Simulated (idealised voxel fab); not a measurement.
Process module under the name voxel released beams
Cross-section cut spans 230 nm and uses square cells 5 nm in size.
Each cross-section below is a grid of square cells, stated as bands in top-down order, with one or more rows of cells making up each band. The entry gives the band's vertical extent as a top height and a bottom height in nm, then its horizontal make-up as materials from left to right, each with a width in nm. "empty" stands for empty space; a single material marked "all across" fills the band edge to edge. Heights are expressed relative to 0, this being the level below which the as-received wafer comprises one material exclusively. The lowest band is unbounded in the downward direction and is denoted as in "z 0 and below". You'd read "30..40" like this: the band's top row of cells is as wide as the first number, its bottom row is as wide as the second, and going down, every row changes width by the same amount as the row before did. The designation "nothing altered", where it is given for a processing step, indicates that no cell of the cross-section was altered in the course of that step. Closed-off voids of 8+ cells (no open route to the top) go in "Encapsulated voids", written width x height at distance from the left edge, in nm. Past the settings on a step's line: simulator remark, on that step. The line of a step may include "overlay nm". On a step with a mask, this value is how far to the right of its planned place the mask lay. A negative value means the mask lay to the left. So the way this works: pairs, before and after one process step. The after picture only goes down to the lowest band that actually changed, nothing below. Step and its settings are under each pair. And watch out, pairs might come from different runs of this module, same starting wafer though, so a pair only follows on from the one above if its "Ahead of processing" entry tells you so.

Ahead of processing
z 0 and below: Si all across
Encapsulated voids: none

Post-Step Cross-Section
z 5 to 0: SiN all across
All layers under 0 are left as they were.
Encapsulated voids: none
Transition step, before and after shown above: CONFORMAL_DEP, material SiN, thk nm 5

Ahead of processing: Please consult the pair immediately above; the cross-section it shows after its step is the state before this step.

Post-Step Cross-Section
z 15 to 5: SiO2 all across
All layers under 5 are left as they were.
Encapsulated voids: none
Transition step, before and after shown above: DIRECTIONAL_DEP, material SiO2, thk nm 10

Ahead of processing: Please consult the pair immediately above; the cross-section it shows after its step is the state before this step.

Post-Step Cross-Section
z 35 to 15: 70 resist, 25 empty, 135 resist
All layers under 15 are left as they were.
Encapsulated voids: none
Transition step, before and after shown above: PATTERN, tone open, mask id ANCHOR, material resist, width nm 25, thk nm 20, overlay nm 0

Ahead of processing: Please consult the pair immediately above; the cross-section it shows after its step is the state before this step.

Post-Step Cross-Section
z 35 to 15: 70 resist, 25 empty, 135 resist
z 15 to 5: 70 SiO2, 25 empty, 135 SiO2
All layers under 5 are left as they were.
Encapsulated voids: none
Transition step, before and after shown above: DIRECTIONAL_ETCH, etch materials SiO2, depth nm 10

Ahead of processing: Please consult the pair immediately above; the cross-section it shows after its step is the state before this step.

Post-Step Cross-Section
z 15 to 5: 70 SiO2, 25 empty, 135 SiO2
All layers under 5 are left as they were.
Encapsulated voids: none
Transition step, before and after shown above: STRIP, etch materials resist

Ahead of processing: Please consult the pair immediately above; the cross-section it shows after its step is the state before this step.

Post-Step Cross-Section
z 25 to 15: 80 polySi, 5 empty, 145 polySi
z 15 to 5: 70 SiO2, 25 polySi, 135 SiO2
All layers under 5 are left as they were.
Encapsulated voids: none
Transition step, before and after shown above: CONFORMAL_DEP, material polySi, thk nm 10

Ahead of processing: Please consult the pair immediately above; the cross-section it shows after its step is the state before this step.

Post-Step Cross-Section
z 35 to 25: 80 aC, 5 empty, 145 aC
z 25 to 15: 80 polySi, 5 aC, 145 polySi
All layers under 15 are left as they were.
Encapsulated voids: none
Transition step, before and after shown above: DIRECTIONAL_DEP, material aC, thk nm 10

Ahead of processing: Please consult the pair immediately above; the cross-section it shows after its step is the state before this step.

Post-Step Cross-Section
z 65 to 35: 65 empty, 95 resist, 70 empty
z 35 to 25: 80 aC, 5 resist, 145 aC
All layers under 25 are left as they were.
Encapsulated voids: none
Transition step, before and after shown above: PATTERN, tone cover, mask id BEAM, material resist, width nm 95, thk nm 30, overlay nm 0

Ahead of processing: Please consult the pair immediately above; the cross-section it shows after its step is the state before this step.

Post-Step Cross-Section
z 55 to 35: 65 empty, 95 resist, 70 empty
z 35 to 25: 65 empty, 15 aC, 5 resist, 75 aC, 70 empty
All layers under 25 are left as they were.
Encapsulated voids: none
Transition step, before and after shown above: DIRECTIONAL_ETCH, etch materials aC, depth nm 10

Ahead of processing: Please consult the pair immediately above; the cross-section it shows after its step is the state before this step.

Post-Step Cross-Section
z 35 to 25: 65 empty, 15 aC, 5 empty, 75 aC, 70 empty
All layers under 25 are left as they were.
Encapsulated voids: none
Transition step, before and after shown above: STRIP, etch materials resist

Ahead of processing: Please consult the pair immediately above; the cross-section it shows after its step is the state before this step.

Post-Step Cross-Section
z 35 to 25: 65 empty, 15 aC, 5 empty, 75 aC, 70 empty
z 25 to 15: 65 empty, 15 polySi, 5 aC, 75 polySi, 70 empty
All layers under 15 are left as they were.
Encapsulated voids: none
Transition step, before and after shown above: DIRECTIONAL_ETCH, etch materials polySi, depth nm 10

Ahead of processing: Please consult the pair immediately above; the cross-section it shows after its step is the state before this step.

Post-Step Cross-Section
z 25 to 15: 65 empty, 15 polySi, 5 empty, 75 polySi, 70 empty
All layers under 15 are left as they were.
Encapsulated voids: none
Transition step, before and after shown above: STRIP, etch materials aC

Ahead of processing: Please consult the pair immediately above; the cross-section it shows after its step is the state before this step.

Post-Step Cross-Section
z 25 to 15: 65 empty, 15 polySi, 5 empty, 75 polySi, 70 empty
z 15 to 5: 70 empty, 25 polySi, 135 empty
All layers under 5 are left as they were.
Encapsulated voids: none
Transition step, before and after shown above: STRIP, etch materials SiO2

Ahead of processing
z 0 and below: Si all across
Encapsulated voids: none

Post-Step Cross-Section
z 10 to 0: SiO2 all across
All layers under 0 are left as they were.
Encapsulated voids: none
Transition step, before and after shown above: DIRECTIONAL_DEP, material SiO2, thk nm 10

Ahead of processing: Please consult the pair immediately above; the cross-section it shows after its step is the state before this step.

Post-Step Cross-Section
z 30 to 10: 70 resist, 25 empty, 135 resist
All layers under 10 are left as they were.
Encapsulated voids: none
Transition step, before and after shown above: PATTERN, tone open, mask id ANCHOR, material resist, width nm 25, thk nm 20, overlay nm 0

Ahead of processing: Please consult the pair immediately above; the cross-section it shows after its step is the state before this step.

Post-Step Cross-Section
z 30 to 10: 70 resist, 25 empty, 135 resist
z 10 to 0: 70 SiO2, 25 empty, 135 SiO2
All layers under 0 are left as they were.
Encapsulated voids: none
Transition step, before and after shown above: DIRECTIONAL_ETCH, etch materials SiO2, depth nm 10

Ahead of processing: Please consult the pair immediately above; the cross-section it shows after its step is the state before this step.

Post-Step Cross-Section
z 10 to 0: 70 SiO2, 25 empty, 135 SiO2
All layers under 0 are left as they were.
Encapsulated voids: none
Transition step, before and after shown above: STRIP, etch materials resist

Ahead of processing: Please consult the pair immediately above; the cross-section it shows after its step is the state before this step.

Post-Step Cross-Section
z 20 to 10: 80 polySi, 5 empty, 145 polySi
z 10 to 0: 70 SiO2, 25 polySi, 135 SiO2
All layers under 0 are left as they were.
Encapsulated voids: none
Transition step, before and after shown above: CONFORMAL_DEP, material polySi, thk nm 10

Ahead of processing: Please consult the pair immediately above; the cross-section it shows after its step is the state before this step.

Post-Step Cross-Section
z 30 to 20: 80 aC, 5 empty, 145 aC
z 20 to 10: 80 polySi, 5 aC, 145 polySi
All layers under 10 are left as they were.
Encapsulated voids: none
Transition step, before and after shown above: DIRECTIONAL_DEP, material aC, thk nm 10

Ahead of processing: Please consult the pair immediately above; the cross-section it shows after its step is the state before this step.

Post-Step Cross-Section
z 60 to 30: 65 empty, 95 resist, 70 empty
z 30 to 20: 80 aC, 5 resist, 145 aC
All layers under 20 are left as they were.
Encapsulated voids: none
Transition step, before and after shown above: PATTERN, tone cover, mask id BEAM, material resist, width nm 95, thk nm 30, overlay nm 0

Ahead of processing: Please consult the pair immediately above; the cross-section it shows after its step is the state before this step.

Post-Step Cross-Section
z 50 to 30: 65 empty, 95 resist, 70 empty
z 30 to 20: 65 empty, 15 aC, 5 resist, 75 aC, 70 empty
All layers under 20 are left as they were.
Encapsulated voids: none
Transition step, before and after shown above: DIRECTIONAL_ETCH, etch materials aC, depth nm 10

Ahead of processing: Please consult the pair immediately above; the cross-section it shows after its step is the state before this step.

Post-Step Cross-Section
z 30 to 20: 65 empty, 15 aC, 5 empty, 75 aC, 70 empty
All layers under 20 are left as they were.
Encapsulated voids: none
Transition step, before and after shown above: STRIP, etch materials resist

Ahead of processing: Please consult the pair immediately above; the cross-section it shows after its step is the state before this step.

Post-Step Cross-Section
z 30 to 20: 65 empty, 15 aC, 5 empty, 75 aC, 70 empty
z 20 to 10: 65 empty, 15 polySi, 5 aC, 75 polySi, 70 empty
All layers under 10 are left as they were.
Encapsulated voids: none
Transition step, before and after shown above: DIRECTIONAL_ETCH, etch materials polySi, depth nm 10

Ahead of processing: Please consult the pair immediately above; the cross-section it shows after its step is the state before this step.

Post-Step Cross-Section
z 20 to 10: 65 empty, 15 polySi, 5 empty, 75 polySi, 70 empty
All layers under 10 are left as they were.
Encapsulated voids: none
Transition step, before and after shown above: STRIP, etch materials aC

Ahead of processing: Please consult the pair immediately above; the cross-section it shows after its step is the state before this step.

Post-Step Cross-Section
z 20 to 10: 65 empty, 15 polySi, 5 empty, 75 polySi, 70 empty
z 10 to 0: 70 empty, 25 polySi, 135 empty
All layers under 0 are left as they were.
Encapsulated voids: none
Transition step, before and after shown above: STRIP, etch materials SiO2

Ahead of processing
z 55 to 35: 65 empty, 95 resist, 70 empty
z 35 to 25: 65 empty, 15 aC, 5 resist, 75 aC, 70 empty
z 25 to 15: 80 polySi, 5 aC, 145 polySi
z 15 to 5: 70 SiO2, 25 polySi, 135 SiO2
z 5 to 0: SiN all across
z 0 and below: Si all across
Encapsulated voids: none

Post-Step Cross-Section
z 45 to 35: 65 empty, 95 resist, 70 empty
All layers under 35 are left as they were.
Encapsulated voids: none
Transition step, before and after shown above: DIRECTIONAL_ETCH, etch materials aC, depth nm 10

Ahead of processing: Please consult the pair immediately above; the cross-section it shows after its step is the state before this step.

Post-Step Cross-Section
z 35 to 25: 65 empty, 15 aC, 5 empty, 75 aC, 70 empty
All layers under 25 are left as they were.
Encapsulated voids: none
Transition step, before and after shown above: STRIP, etch materials resist

Ahead of processing
z 10 to 0: SiO2 all across
z 0 and below: Si all across
Encapsulated voids: none

Post-Step Cross-Section
z 15 to 10: SiN all across
All layers under 10 are left as they were.
Encapsulated voids: none
Transition step, before and after shown above: CONFORMAL_DEP, material SiN, thk nm 5

Ahead of processing: Please consult the pair immediately above; the cross-section it shows after its step is the state before this step.

Post-Step Cross-Section
z 35 to 15: 70 resist, 25 empty, 135 resist
All layers under 15 are left as they were.
Encapsulated voids: none
Transition step, before and after shown above: PATTERN, tone open, mask id ANCHOR, material resist, width nm 25, thk nm 20, overlay nm 0

Ahead of processing: Please consult the pair immediately above; the cross-section it shows after its step is the state before this step.

Post-Step Cross-Section
z 15 to 10: SiN all across
All layers under 10 are left as they were.
Encapsulated voids: none
Transition step, before and after shown above: STRIP, etch materials resist

Ahead of processing: Please consult the pair immediately above; the cross-section it shows after its step is the state before this step.

Post-Step Cross-Section
z 25 to 15: polySi all across
All layers under 15 are left as they were.
Encapsulated voids: none
Transition step, before and after shown above: CONFORMAL_DEP, material polySi, thk nm 10

Ahead of processing: Please consult the pair immediately above; the cross-section it shows after its step is the state before this step.

Post-Step Cross-Section
z 35 to 25: aC all across
All layers under 25 are left as they were.
Encapsulated voids: none
Transition step, before and after shown above: DIRECTIONAL_DEP, material aC, thk nm 10

Ahead of processing: Please consult the pair immediately above; the cross-section it shows after its step is the state before this step.

Post-Step Cross-Section
z 65 to 35: 65 empty, 95 resist, 70 empty
All layers under 35 are left as they were.
Encapsulated voids: none
Transition step, before and after shown above: PATTERN, tone cover, mask id BEAM, material resist, width nm 95, thk nm 30, overlay nm 0

Ahead of processing: Please consult the pair immediately above; the cross-section it shows after its step is the state before this step.

Post-Step Cross-Section
z 55 to 35: 65 empty, 95 resist, 70 empty
z 35 to 25: 65 empty, 95 aC, 70 empty
All layers under 25 are left as they were.
Encapsulated voids: none
Transition step, before and after shown above: DIRECTIONAL_ETCH, etch materials aC, depth nm 10

Ahead of processing: Please consult the pair immediately above; the cross-section it shows after its step is the state before this step.

Post-Step Cross-Section
z 35 to 25: 65 empty, 95 aC, 70 empty
All layers under 25 are left as they were.
Encapsulated voids: none
Transition step, before and after shown above: STRIP, etch materials resist

Ahead of processing: Please consult the pair immediately above; the cross-section it shows after its step is the state before this step.

Post-Step Cross-Section
z 35 to 25: 65 empty, 95 aC, 70 empty
z 25 to 15: 65 empty, 95 polySi, 70 empty
All layers under 15 are left as they were.
Encapsulated voids: none
Transition step, before and after shown above: DIRECTIONAL_ETCH, etch materials polySi, depth nm 10

Ahead of processing: Please consult the pair immediately above; the cross-section it shows after its step is the state before this step.

Post-Step Cross-Section
z 25 to 15: 65 empty, 95 polySi, 70 empty
All layers under 15 are left as they were.
Encapsulated voids: none
Transition step, before and after shown above: STRIP, etch materials aC

Ahead of processing
z 15 to 5: 70 SiO2, 25 empty, 135 SiO2
z 5 to 0: SiN all across
z 0 and below: Si all across
Encapsulated voids: none

Post-Step Cross-Section
z 30 to 15: polySi all across
z 15 to 5: 70 SiO2, 25 polySi, 135 SiO2
All layers under 5 are left as they were.
Encapsulated voids: none
Transition step, before and after shown above: CONFORMAL_DEP, material polySi, thk nm 15

Ahead of processing: Please consult the pair immediately above; the cross-section it shows after its step is the state before this step.

Post-Step Cross-Section
z 40 to 30: aC all across
All layers under 30 are left as they were.
Encapsulated voids: none
Transition step, before and after shown above: DIRECTIONAL_DEP, material aC, thk nm 10

Ahead of processing: Please consult the pair immediately above; the cross-section it shows after its step is the state before this step.

Post-Step Cross-Section
z 70 to 40: 65 empty, 95 resist, 70 empty
All layers under 40 are left as they were.
Encapsulated voids: none
Transition step, before and after shown above: PATTERN, tone cover, mask id BEAM, material resist, width nm 95, thk nm 30, overlay nm 0

Ahead of processing: Please consult the pair immediately above; the cross-section it shows after its step is the state before this step.

Post-Step Cross-Section
z 60 to 40: 65 empty, 95 resist, 70 empty
z 40 to 30: 65 empty, 95 aC, 70 empty
All layers under 30 are left as they were.
Encapsulated voids: none
Transition step, before and after shown above: DIRECTIONAL_ETCH, etch materials aC, depth nm 10

Ahead of processing: Please consult the pair immediately above; the cross-section it shows after its step is the state before this step.

Post-Step Cross-Section
z 40 to 30: 65 empty, 95 aC, 70 empty
All layers under 30 are left as they were.
Encapsulated voids: none
Transition step, before and after shown above: STRIP, etch materials resist

Ahead of processing: Please consult the pair immediately above; the cross-section it shows after its step is the state before this step.

Post-Step Cross-Section
z 40 to 30: 65 empty, 95 aC, 70 empty
z 30 to 20: 65 empty, 95 polySi, 70 empty
All layers under 20 are left as they were.
Encapsulated voids: none
Transition step, before and after shown above: DIRECTIONAL_ETCH, etch materials polySi, depth nm 10

Ahead of processing: Please consult the pair immediately above; the cross-section it shows after its step is the state before this step.

Post-Step Cross-Section
z 30 to 20: 65 empty, 95 polySi, 70 empty
All layers under 20 are left as they were.
Encapsulated voids: none
Transition step, before and after shown above: STRIP, etch materials aC

Ahead of processing
z 15 to 5: SiO2 all across
z 5 to 0: SiN all across
z 0 and below: Si all across
Encapsulated voids: none

Post-Step Cross-Section
z 35 to 15: 65 resist, 35 empty, 130 resist
All layers under 15 are left as they were.
Encapsulated voids: none
Transition step, before and after shown above: PATTERN, tone open, mask id ANCHOR, material resist, width nm 35, thk nm 20, overlay nm 0

Ahead of processing: Please consult the pair immediately above; the cross-section it shows after its step is the state before this step.

Post-Step Cross-Section
z 35 to 15: 65 resist, 35 empty, 130 resist
z 15 to 5: 65 SiO2, 35 empty, 130 SiO2
All layers under 5 are left as they were.
Encapsulated voids: none
Transition step, before and after shown above: DIRECTIONAL_ETCH, etch materials SiO2, depth nm 10

Ahead of processing: Please consult the pair immediately above; the cross-section it shows after its step is the state before this step.

Post-Step Cross-Section
z 15 to 5: 65 SiO2, 35 empty, 130 SiO2
All layers under 5 are left as they were.
Encapsulated voids: none
Transition step, before and after shown above: STRIP, etch materials resist

Ahead of processing: Please consult the pair immediately above; the cross-section it shows after its step is the state before this step.

Post-Step Cross-Section
z 25 to 15: 75 polySi, 15 empty, 140 polySi
z 15 to 5: 65 SiO2, 35 polySi, 130 SiO2
All layers under 5 are left as they were.
Encapsulated voids: none
Transition step, before and after shown above: CONFORMAL_DEP, material polySi, thk nm 10

Ahead of processing: Please consult the pair immediately above; the cross-section it shows after its step is the state before this step.

Post-Step Cross-Section
z 35 to 25: 75 aC, 15 empty, 140 aC
z 25 to 15: 75 polySi, 15 aC, 140 polySi
All layers under 15 are left as they were.
Encapsulated voids: none
Transition step, before and after shown above: DIRECTIONAL_DEP, material aC, thk nm 10

Ahead of processing: Please consult the pair immediately above; the cross-section it shows after its step is the state before this step.

Post-Step Cross-Section
z 65 to 35: 65 empty, 95 resist, 70 empty
z 35 to 25: 75 aC, 15 resist, 140 aC
All layers under 25 are left as they were.
Encapsulated voids: none
Transition step, before and after shown above: PATTERN, tone cover, mask id BEAM, material resist, width nm 95, thk nm 30, overlay nm 0

Ahead of processing: Please consult the pair immediately above; the cross-section it shows after its step is the state before this step.

Post-Step Cross-Section
z 55 to 35: 65 empty, 95 resist, 70 empty
z 35 to 25: 65 empty, 10 aC, 15 resist, 70 aC, 70 empty
All layers under 25 are left as they were.
Encapsulated voids: none
Transition step, before and after shown above: DIRECTIONAL_ETCH, etch materials aC, depth nm 10

Ahead of processing: Please consult the pair immediately above; the cross-section it shows after its step is the state before this step.

Post-Step Cross-Section
z 35 to 25: 65 empty, 10 aC, 15 empty, 70 aC, 70 empty
All layers under 25 are left as they were.
Encapsulated voids: none
Transition step, before and after shown above: STRIP, etch materials resist

Ahead of processing: Please consult the pair immediately above; the cross-section it shows after its step is the state before this step.

Post-Step Cross-Section
z 35 to 25: 65 empty, 10 aC, 15 empty, 70 aC, 70 empty
z 25 to 15: 65 empty, 10 polySi, 15 aC, 70 polySi, 70 empty
All layers under 15 are left as they were.
Encapsulated voids: none
Transition step, before and after shown above: DIRECTIONAL_ETCH, etch materials polySi, depth nm 10

Ahead of processing: Please consult the pair immediately above; the cross-section it shows after its step is the state before this step.

Post-Step Cross-Section
z 25 to 15: 65 empty, 10 polySi, 15 empty, 70 polySi, 70 empty
All layers under 15 are left as they were.
Encapsulated voids: none
Transition step, before and after shown above: STRIP, etch materials aC

Ahead of processing: Please consult the pair immediately above; the cross-section it shows after its step is the state before this step.

Post-Step Cross-Section
z 25 to 15: 65 empty, 10 polySi, 15 empty, 70 polySi, 70 empty
z 15 to 5: 65 empty, 35 polySi, 130 empty
All layers under 5 are left as they were.
Encapsulated voids: none
Transition step, before and after shown above: STRIP, etch materials SiO2

Ahead of processing
z 35 to 25: 80 aC, 5 empty, 145 aC
z 25 to 15: 80 polySi, 5 aC, 145 polySi
z 15 to 5: 70 SiO2, 25 polySi, 135 SiO2
z 5 to 0: SiN all across
z 0 and below: Si all across
Encapsulated voids: none

Post-Step Cross-Section
z 65 to 35: 75 empty, 95 resist, 60 empty
z 35 to 25: 80 aC, 5 resist, 145 aC
All layers under 25 are left as they were.
Encapsulated voids: none
Transition step, before and after shown above: PATTERN, tone cover, mask id BEAM, material resist, width nm 95, thk nm 30, overlay nm 10

Ahead of processing: Please consult the pair immediately above; the cross-section it shows after its step is the state before this step.

Post-Step Cross-Section
z 55 to 35: 75 empty, 95 resist, 60 empty
z 35 to 25: 75 empty, 5 aC, 5 resist, 85 aC, 60 empty
All layers under 25 are left as they were.
Encapsulated voids: none
Transition step, before and after shown above: DIRECTIONAL_ETCH, etch materials aC, depth nm 10

Ahead of processing: Please consult the pair immediately above; the cross-section it shows after its step is the state before this step.

Post-Step Cross-Section
z 35 to 25: 75 empty, 5 aC, 5 empty, 85 aC, 60 empty
All layers under 25 are left as they were.
Encapsulated voids: none
Transition step, before and after shown above: STRIP, etch materials resist

Ahead of processing: Please consult the pair immediately above; the cross-section it shows after its step is the state before this step.

Post-Step Cross-Section
z 35 to 25: 75 empty, 5 aC, 5 empty, 85 aC, 60 empty
z 25 to 15: 75 empty, 5 polySi, 5 aC, 85 polySi, 60 empty
All layers under 15 are left as they were.
Encapsulated voids: none
Transition step, before and after shown above: DIRECTIONAL_ETCH, etch materials polySi, depth nm 10

Ahead of processing: Please consult the pair immediately above; the cross-section it shows after its step is the state before this step.

Post-Step Cross-Section
z 25 to 15: 75 empty, 5 polySi, 5 empty, 85 polySi, 60 empty
All layers under 15 are left as they were.
Encapsulated voids: none
Transition step, before and after shown above: STRIP, etch materials aC

Ahead of processing: Please consult the pair immediately above; the cross-section it shows after its step is the state before this step.

Post-Step Cross-Section
z 25 to 15: 75 empty, 5 polySi, 5 empty, 85 polySi, 60 empty
z 15 to 5: 70 empty, 25 polySi, 135 empty
All layers under 5 are left as they were.
Encapsulated voids: none
Transition step, before and after shown above: STRIP, etch materials SiO2

Ahead of processing
z 25 to 15: 80 polySi, 5 empty, 145 polySi
z 15 to 5: 70 SiO2, 25 polySi, 135 SiO2
z 5 to 0: SiN all across
z 0 and below: Si all across
Encapsulated voids: none

Post-Step Cross-Section
z 35 to 25: 80 SiN, 5 empty, 145 SiN
z 25 to 15: 80 polySi, 5 SiN, 145 polySi
All layers under 15 are left as they were.
Encapsulated voids: none
Transition step, before and after shown above: DIRECTIONAL_DEP, material SiN, thk nm 10

Ahead of processing: Please consult the pair immediately above; the cross-section it shows after its step is the state before this step.

Post-Step Cross-Section
z 65 to 35: 65 empty, 95 resist, 70 empty
z 35 to 25: 80 SiN, 5 resist, 145 SiN
All layers under 25 are left as they were.
Encapsulated voids: none
Transition step, before and after shown above: PATTERN, tone cover, mask id BEAM, material resist, width nm 95, thk nm 30, overlay nm 0

Ahead of processing: Please consult the pair immediately above; the cross-section it shows after its step is the state before this step.

Post-Step Cross-Section
z 55 to 35: 65 empty, 95 resist, 70 empty
All layers under 35 are left as they were.
Encapsulated voids: none
Transition step, before and after shown above: DIRECTIONAL_ETCH, etch materials aC, depth nm 10

Ahead of processing: Please consult the pair immediately above; the cross-section it shows after its step is the state before this step.

Post-Step Cross-Section
z 35 to 25: 80 SiN, 5 empty, 145 SiN
All layers under 25 are left as they were.
Encapsulated voids: none
Transition step, before and after shown above: STRIP, etch materials resist

Ahead of processing
z 15 to 5: SiO2 all across
z 5 to 0: SiN all across
z 0 and below: Si all across
Encapsulated voids: none

Post-Step Cross-Section
z 35 to 15: 70 empty, 25 resist, 135 empty
All layers under 15 are left as they were.
Encapsulated voids: none
Transition step, before and after shown above: PATTERN, tone cover, mask id ANCHOR, material resist, width nm 25, thk nm 20, overlay nm 0

Ahead of processing: Please consult the pair immediately above; the cross-section it shows after its step is the state before this step.

Post-Step Cross-Section
z 35 to 15: 70 empty, 25 resist, 135 empty
z 15 to 5: 70 empty, 25 SiO2, 135 empty
All layers under 5 are left as they were.
Encapsulated voids: none
Transition step, before and after shown above: DIRECTIONAL_ETCH, etch materials SiO2, depth nm 10

Ahead of processing: Please consult the pair immediately above; the cross-section it shows after its step is the state before this step.

Post-Step Cross-Section
z 15 to 5: 70 empty, 25 SiO2, 135 empty
All layers under 5 are left as they were.
Encapsulated voids: none
Transition step, before and after shown above: STRIP, etch materials resist

Ahead of processing: Please consult the pair immediately above; the cross-section it shows after its step is the state before this step.

Post-Step Cross-Section
z 25 to 15: 60 empty, 45 polySi, 125 empty
z 15 to 5: 70 polySi, 25 SiO2, 135 polySi
All layers under 5 are left as they were.
Encapsulated voids: none
Transition step, before and after shown above: CONFORMAL_DEP, material polySi, thk nm 10

Ahead of processing: Please consult the pair immediately above; the cross-section it shows after its step is the state before this step.

Post-Step Cross-Section
z 35 to 25: 60 empty, 45 aC, 125 empty
z 25 to 15: 60 aC, 45 polySi, 125 aC
All layers under 15 are left as they were.
Encapsulated voids: none
Transition step, before and after shown above: DIRECTIONAL_DEP, material aC, thk nm 10

Ahead of processing: Please consult the pair immediately above; the cross-section it shows after its step is the state before this step.

Post-Step Cross-Section
z 65 to 35: 65 empty, 95 resist, 70 empty
z 35 to 25: 60 empty, 45 aC, 55 resist, 70 empty
All layers under 25 are left as they were.
Encapsulated voids: none
Transition step, before and after shown above: PATTERN, tone cover, mask id BEAM, material resist, width nm 95, thk nm 30, overlay nm 0

Ahead of processing: Please consult the pair immediately above; the cross-section it shows after its step is the state before this step.

Post-Step Cross-Section
z 55 to 35: 65 empty, 95 resist, 70 empty
z 35 to 25: 65 empty, 40 aC, 55 resist, 70 empty
z 25 to 15: 60 empty, 45 polySi, 55 aC, 70 empty
All layers under 15 are left as they were.
Encapsulated voids: none
Transition step, before and after shown above: DIRECTIONAL_ETCH, etch materials aC, depth nm 10

Ahead of processing: Please consult the pair immediately above; the cross-section it shows after its step is the state before this step.

Post-Step Cross-Section
z 35 to 25: 65 empty, 40 aC, 125 empty
All layers under 25 are left as they were.
Encapsulated voids: none
Transition step, before and after shown above: STRIP, etch materials resist

Ahead of processing: Please consult the pair immediately above; the cross-section it shows after its step is the state before this step.

Post-Step Cross-Section
z 35 to 25: 65 empty, 40 aC, 125 empty
z 25 to 15: 65 empty, 40 polySi, 55 aC, 70 empty
z 15 to 5: 60 empty, 10 polySi, 25 SiO2, 65 polySi, 70 empty
All layers under 5 are left as they were.
Encapsulated voids: none
Transition step, before and after shown above: DIRECTIONAL_ETCH, etch materials polySi, depth nm 10

Ahead of processing: Please consult the pair immediately above; the cross-section it shows after its step is the state before this step.

Post-Step Cross-Section
z 25 to 15: 65 empty, 40 polySi, 125 empty
All layers under 15 are left as they were.
Encapsulated voids: none
Transition step, before and after shown above: STRIP, etch materials aC
